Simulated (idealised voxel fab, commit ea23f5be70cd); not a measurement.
Herein follows the process module entitled voxel lift off.
In the cross-section labelled cut, the width is 205 nm and each square cell is 5 nm.
Heads up, the way a cross-section reads in here is a grid of square cells, handed over as bands from the top down, with every band being one or more rows of cells.
Read a band's entry like this: the first values are the height of its top and the height of its bottom in nm, and what follows is the sequence of materials from left to right, each with its width in nm. Note that "blank" is empty space, and that a single material marked "full width" reaches across the band from edge to edge.
Beneath 0, the wafer as received is one material, and that level is where height counting begins. The lowest band goes on downward without a bottom; it is written like "0 -> down".
When a width is written as two numbers, as in "30->40", the first number is the width in the top row of cells of the band and the second is the width in its bottom row, and the width changes by the same amount from each row to the next.
When a step is marked "nothing got changed", none of the cells in the cross-section changed during that step.
If an empty space has no open way to the top and is at least 8 cells in size, "Closed void entries" lists it, written width x height at distance, where distance is measured from the left edge and every value is in nm.
On each step's line, the part that comes after the settings is the simulator's own comment on the step.
overlay nm: how far to the right of its planned place the mask lay on this masked step (negative: to the left).
The remainder of this document consists of a sequence of paired cross-sections. Each pair presents the cross-section prior to one process step together with the cross-section following it, the latter being rendered only as deep as the lowest band that underwent change. The intervening step, together with its settings, is stated beneath each pair. Because the pairs may originate from different runs of this module on the same starting wafer, a given pair is to be read as continuing from the preceding pair only where its entry headed "Before processing step" so indicates.

Before processing step
* 0 -> down  Si full width
* Closed void entries: none

As Processed
* 15 -> 0  SiN full width
* Everything below 0 is unchanged.
* Closed void entries: none
Which operation lies between the before and after views above? CONFORMAL_DEP (material SiN; thk nm 15)

Before processing step: cross-section not repeated; it is the one shown after the step in the pair just above.

As Processed
* 40 -> 15  55 resist, then 15 blank, then 25 resist, then 15 blank, then 25 resist, then 15 blank, then 55 resist
* Everything below 15 is unchanged.
* Closed void entries: none
Which operation lies between the before and after views above? PATTERN (tone open; mask id LINES; material resist; width nm 15; pitch nm 40; thk nm 25; overlay nm 0)

Before processing step: cross-section not repeated; it is the one shown after the step in the pair just above.

As Processed
* 55 -> 40  55 Ru, then 15 blank, then 25 Ru, then 15 blank, then 25 Ru, then 15 blank, then 55 Ru
* 40 -> 30  55 resist, then 15 blank, then 25 resist, then 15 blank, then 25 resist, then 15 blank, then 55 resist
* 30 -> 15  55 resist, then 15 Ru, then 25 resist, then 15 Ru, then 25 resist, then 15 Ru, then 55 resist
* Everything below 15 is unchanged.
* Closed void entries: none
Which operation lies between the before and after views above? DIRECTIONAL_DEP (material Ru; thk nm 15)

Before processing step: cross-section not repeated; it is the one shown after the step in the pair just above.

As Processed
* 30 -> 15  55 blank, then 15 Ru, then 25 blank, then 15 Ru, then 25 blank, then 15 Ru, then 55 blank
* Everything below 15 is unchanged.
* Closed void entries: none
Which operation lies between the before and after views above? STRIP (etch materials resist)

Before processing step: cross-section not repeated; it is the one shown after the step in the pair just above.

As Processed
* 40 -> 30  45 blank, then 35 SiN, then 5 blank, then 35 SiN, then 5 blank, then 35 SiN, then 45 blank
* 30 -> 25  45 blank, then 10 SiN, then 15 Ru, then 10 SiN, then 5 blank, then 10 SiN, then 15 Ru, then 10 SiN, then 5 blank, then 10 SiN, then 15 Ru, then 10 SiN, then 45 blank
* 25 -> 15  55 SiN, then 15 Ru, then 25 SiN, then 15 Ru, then 25 SiN, then 15 Ru, then 55 SiN
* Everything below 15 is unchanged.
* Closed void entries: none
Which operation lies between the before and after views above? CONFORMAL_DEP (material SiN; thk nm 10)

Before processing step
* 0 -> down  Si full width
* Closed void entries: none

As Processed
* 25 -> 0  55 resist, then 15 blank, then 25 resist, then 15 blank, then 25 resist, then 15 blank, then 55 resist
* Everything below 0 is unchanged.
* Closed void entries: none
Which operation lies between the before and after views above? PATTERN (tone open; mask id LINES; material resist; width nm 15; pitch nm 40; thk nm 25; overlay nm 0)

Before processing step: cross-section not repeated; it is the one shown after the step in the pair just above.

As Processed
* 40 -> 25  55 Ru, then 15 blank, then 25 Ru, then 15 blank, then 25 Ru, then 15 blank, then 55 Ru
* 25 -> 15  55 resist, then 15 blank, then 25 resist, then 15 blank, then 25 resist, then 15 blank, then 55 resist
* 15 -> 0  55 resist, then 15 Ru, then 25 resist, then 15 Ru, then 25 resist, then 15 Ru, then 55 resist
* Everything below 0 is unchanged.
* Closed void entries: none
Which operation lies between the before and after views above? DIRECTIONAL_DEP (material Ru; thk nm 15)

Before processing step: cross-section not repeated; it is the one shown after the step in the pair just above.

As Processed
* 15 -> 0  55 blank, then 15 Ru, then 25 blank, then 15 Ru, then 25 blank, then 15 Ru, then 55 blank
* Everything below 0 is unchanged.
* Closed void entries: none
Which operation lies between the before and after views above? STRIP (etch materials resist)

Before processing step: cross-section not repeated; it is the one shown after the step in the pair just above.

As Processed
* 25 -> 15  45 blank, then 35 SiN, then 5 blank, then 35 SiN, then 5 blank, then 35 SiN, then 45 blank
* 15 -> 10  45 blank, then 10 SiN, then 15 Ru, then 10 SiN, then 5 blank, then 10 SiN, then 15 Ru, then 10 SiN, then 5 blank, then 10 SiN, then 15 Ru, then 10 SiN, then 45 blank
* 10 -> 0  55 SiN, then 15 Ru, then 25 SiN, then 15 Ru, then 25 SiN, then 15 Ru, then 55 SiN
* Everything below 0 is unchanged.
* Closed void entries: none
Which operation lies between the before and after views above? CONFORMAL_DEP (material SiN; thk nm 10)

Before processing step
* 15 -> 0  SiN full width
* 0 -> down  Si full width
* Closed void entries: none

As Processed
* 30 -> 0  SiN full width
* Everything below 0 is unchanged.
* Closed void entries: none
Which operation lies between the before and after views above? CONFORMAL_DEP (material SiN; thk nm 15)

Before processing step: cross-section not repeated; it is the one shown after the step in the pair just above.

As Processed
* 55 -> 30  55 resist, then 15 blank, then 25 resist, then 15 blank, then 25 resist, then 15 blank, then 55 resist
* Everything below 30 is unchanged.
* Closed void entries: none
Which operation lies between the before and after views above? PATTERN (tone open; mask id LINES; material resist; width nm 15; pitch nm 40; thk nm 25; overlay nm 0)

Before processing step: cross-section not repeated; it is the one shown after the step in the pair just above.

As Processed
* 70 -> 55  55 Ru, then 15 blank, then 25 Ru, then 15 blank, then 25 Ru, then 15 blank, then 55 Ru
* 55 -> 45  55 resist, then 15 blank, then 25 resist, then 15 blank, then 25 resist, then 15 blank, then 55 resist
* 45 -> 30  55 resist, then 15 Ru, then 25 resist, then 15 Ru, then 25 resist, then 15 Ru, then 55 resist
* Everything below 30 is unchanged.
* Closed void entries: none
Which operation lies between the before and after views above? DIRECTIONAL_DEP (material Ru; thk nm 15)

Before processing step: cross-section not repeated; it is the one shown after the step in the pair just above.

As Processed
* 45 -> 30  55 blank, then 15 Ru, then 25 blank, then 15 Ru, then 25 blank, then 15 Ru, then 55 blank
* Everything below 30 is unchanged.
* Closed void entries: none
Which operation lies between the before and after views above? STRIP (etch materials resist)

Before processing step: cross-section not repeated; it is the one shown after the step in the pair just above.

As Processed
* 55 -> 45  45 blank, then 35 SiN, then 5 blank, then 35 SiN, then 5 blank, then 35 SiN, then 45 blank
* 45 -> 40  45 blank, then 10 SiN, then 15 Ru, then 10 SiN, then 5 blank, then 10 SiN, then 15 Ru, then 10 SiN, then 5 blank, then 10 SiN, then 15 Ru, then 10 SiN, then 45 blank
* 40 -> 30  55 SiN, then 15 Ru, then 25 SiN, then 15 Ru, then 25 SiN, then 15 Ru, then 55 SiN
* Everything below 30 is unchanged.
* Closed void entries: none
Which operation lies between the before and after views above? CONFORMAL_DEP (material SiN; thk nm 10)

Before processing step
* 0 -> down  Si full width
* Closed void entries: none

As Processed
* 5 -> 0  SiN full width
* Everything below 0 is unchanged.
* Closed void entries: none
Which operation lies between the before and after views above? CONFORMAL_DEP (material SiN; thk nm 5)

Before processing step: cross-section not repeated; it is the one shown after the step in the pair just above.

As Processed
* 30 -> 5  55 resist, then 15 blank, then 25 resist, then 15 blank, then 25 resist, then 15 blank, then 55 resist
* Everything below 5 is unchanged.
* Closed void entries: none
Which operation lies between the before and after views above? PATTERN (tone open; mask id LINES; material resist; width nm 15; pitch nm 40; thk nm 25; overlay nm 0)

Before processing step: cross-section not repeated; it is the one shown after the step in the pair just above.

As Processed
* 45 -> 30  55 Ru, then 15 blank, then 25 Ru, then 15 blank, then 25 Ru, then 15 blank, then 55 Ru
* 30 -> 20  55 resist, then 15 blank, then 25 resist, then 15 blank, then 25 resist, then 15 blank, then 55 resist
* 20 -> 5  55 resist, then 15 Ru, then 25 resist, then 15 Ru, then 25 resist, then 15 Ru, then 55 resist
* Everything below 5 is unchanged.
* Closed void entries: none
Which operation lies between the before and after views above? DIRECTIONAL_DEP (material Ru; thk nm 15)

Before processing step: cross-section not repeated; it is the one shown after the step in the pair just above.

As Processed
* 20 -> 5  55 blank, then 15 Ru, then 25 blank, then 15 Ru, then 25 blank, then 15 Ru, then 55 blank
* Everything below 5 is unchanged.
* Closed void entries: none
Which operation lies between the before and after views above? STRIP (etch materials resist)

Before processing step: cross-section not repeated; it is the one shown after the step in the pair just above.

As Processed
* 30 -> 20  45 blank, then 35 SiN, then 5 blank, then 35 SiN, then 5 blank, then 35 SiN, then 45 blank
* 20 -> 15  45 blank, then 10 SiN, then 15 Ru, then 10 SiN, then 5 blank, then 10 SiN, then 15 Ru, then 10 SiN, then 5 blank, then 10 SiN, then 15 Ru, then 10 SiN, then 45 blank
* 15 -> 5  55 SiN, then 15 Ru, then 25 SiN, then 15 Ru, then 25 SiN, then 15 Ru, then 55 SiN
* Everything below 5 is unchanged.
* Closed void entries: none
Which operation lies between the before and after views above? CONFORMAL_DEP (material SiN; thk nm 10)

Before processing step
* 15 -> 0  SiN full width
* 0 -> down  Si full width
* Closed void entries: none

As Processed
* 40 -> 15  55 resist, then 20 blank, then 20 resist, then 20 blank, then 20 resist, then 20 blank, then 50 resist
* Everything below 15 is unchanged.
* Closed void entries: none
Which operation lies between the before and after views above? PATTERN (tone open; mask id LINES; material resist; width nm 20; pitch nm 40; thk nm 25; overlay nm 0)

Before processing step: cross-section not repeated; it is the one shown after the step in the pair just above.

As Processed
* 55 -> 40  55 Ru, then 20 blank, then 20 Ru, then 20 blank, then 20 Ru, then 20 blank, then 50 Ru
* 40 -> 30  55 resist, then 20 blank, then 20 resist, then 20 blank, then 20 resist, then 20 blank, then 50 resist
* 30 -> 15  55 resist, then 20 Ru, then 20 resist, then 20 Ru, then 20 resist, then 20 Ru, then 50 resist
* Everything below 15 is unchanged.
* Closed void entries: none
Which operation lies between the before and after views above? DIRECTIONAL_DEP (material Ru; thk nm 15)

Before processing step: cross-section not repeated; it is the one shown after the step in the pair just above.

As Processed
* 30 -> 15  55 blank, then 20 Ru, then 20 blank, then 20 Ru, then 20 blank, then 20 Ru, then 50 blank
* Everything below 15 is unchanged.
* Closed void entries: none
Which operation lies between the before and after views above? STRIP (etch materials resist)

Before processing step: cross-section not repeated; it is the one shown after the step in the pair just above.

As Processed
* 40 -> 30  45 blank, then 120 SiN, then 40 blank
* 30 -> 25  45 blank, then 10 SiN, then 20 Ru, then 20 SiN, then 20 Ru, then 20 SiN, then 20 Ru, then 10 SiN, then 40 blank
* 25 -> 15  55 SiN, then 20 Ru, then 20 SiN, then 20 Ru, then 20 SiN, then 20 Ru, then 50 SiN
* Everything below 15 is unchanged.
* Closed void entries: none
Which operation lies between the before and after views above? CONFORMAL_DEP (material SiN; thk nm 10)

Before processing step
* 15 -> 0  SiN full width
* 0 -> down  Si full width
* Closed void entries: none

As Processed
* 40 -> 15  65 resist, then 15 blank, then 25 resist, then 15 blank, then 25 resist, then 15 blank, then 45 resist
* Everything below 15 is unchanged.
* Closed void entries: none
Which operation lies between the before and after views above? PATTERN (tone open; mask id LINES; material resist; width nm 15; pitch nm 40; thk nm 25; overlay nm 10)

Before processing step: cross-section not repeated; it is the one shown after the step in the pair just above.

As Processed
* 55 -> 40  65 Ru, then 15 blank, then 25 Ru, then 15 blank, then 25 Ru, then 15 blank, then 45 Ru
* 40 -> 30  65 resist, then 15 blank, then 25 resist, then 15 blank, then 25 resist, then 15 blank, then 45 resist
* 30 -> 15  65 resist, then 15 Ru, then 25 resist, then 15 Ru, then 25 resist, then 15 Ru, then 45 resist
* Everything below 15 is unchanged.
* Closed void entries: none
Which operation lies between the before and after views above? DIRECTIONAL_DEP (material Ru; thk nm 15)

Before processing step: cross-section not repeated; it is the one shown after the step in the pair just above.

As Processed
* 30 -> 15  65 blank, then 15 Ru, then 25 blank, then 15 Ru, then 25 blank, then 15 Ru, then 45 blank
* Everything below 15 is unchanged.
* Closed void entries: none
Which operation lies between the before and after views above? STRIP (etch materials resist)

Before processing step: cross-section not repeated; it is the one shown after the step in the pair just above.

As Processed
* 40 -> 30  55 blank, then 35 SiN, then 5 blank, then 35 SiN, then 5 blank, then 35 SiN, then 35 blank
* 30 -> 25  55 blank, then 10 SiN, then 15 Ru, then 10 SiN, then 5 blank, then 10 SiN, then 15 Ru, then 10 SiN, then 5 blank, then 10 SiN, then 15 Ru, then 10 SiN, then 35 blank
* 25 -> 15  65 SiN, then 15 Ru, then 25 SiN, then 15 Ru, then 25 SiN, then 15 Ru, then 45 SiN
* Everything below 15 is unchanged.
* Closed void entries: none
Which operation lies between the before and after views above? CONFORMAL_DEP (material SiN; thk nm 10)

Before processing step
* 30 -> 15  55 blank, then 15 Ru, then 25 blank, then 15 Ru, then 25 blank, then 15 Ru, then 55 blank
* 15 -> 0  SiN full width
* 0 -> down  Si full width
* Closed void entries: none

As Processed
* 40 -> 25  45 blank, then 35 Ru, then 5 blank, then 35 Ru, then 5 blank, then 35 Ru, then 45 blank
* 25 -> 15  Ru full width
* Everything below 15 is unchanged.
* Closed void entries: none
Which operation lies between the before and after views above? CONFORMAL_DEP (material Ru; thk nm 10)

Before processing step
* 15 -> 0  SiN full width
* 0 -> down  Si full width
* Closed void entries: none

As Processed
* 40 -> 15  55 blank, then 15 resist, then 25 blank, then 15 resist, then 25 blank, then 15 resist, then 55 blank
* Everything below 15 is unchanged.
* Closed void entries: none
Which operation lies between the before and after views above? PATTERN (tone cover; mask id LINES; material resist; width nm 15; pitch nm 40; thk nm 25; overlay nm 0)

Before processing step: cross-section not repeated; it is the one shown after the step in the pair just above.

As Processed
* 55 -> 40  55 blank, then 15 Ru, then 25 blank, then 15 Ru, then 25 blank, then 15 Ru, then 55 blank
* 40 -> 30  55 blank, then 15 resist, then 25 blank, then 15 resist, then 25 blank, then 15 resist, then 55 blank
* 30 -> 15  55 Ru, then 15 resist, then 25 Ru, then 15 resist, then 25 Ru, then 15 resist, then 55 Ru
* Everything below 15 is unchanged.
* Closed void entries: none
Which operation lies between the before and after views above? DIRECTIONAL_DEP (material Ru; thk nm 15)

Before processing step: cross-section not repeated; it is the one shown after the step in the pair just above.

As Processed
* 30 -> 15  55 Ru, then 15 blank, then 25 Ru, then 15 blank, then 25 Ru, then 15 blank, then 55 Ru
* Everything below 15 is unchanged.
* Closed void entries: none
Which operation lies between the before and after views above? STRIP (etch materials resist)

Before processing step: cross-section not repeated; it is the one shown after the step in the pair just above.

As Processed
* 40 -> 30  SiN full width
* 30 -> 15  55 Ru, then 15 SiN, then 25 Ru, then 15 SiN, then 25 Ru, then 15 SiN, then 55 Ru
* Everything below 15 is unchanged.
* Closed void entries: none
Which operation lies between the before and after views above? CONFORMAL_DEP (material SiN; thk nm 10)
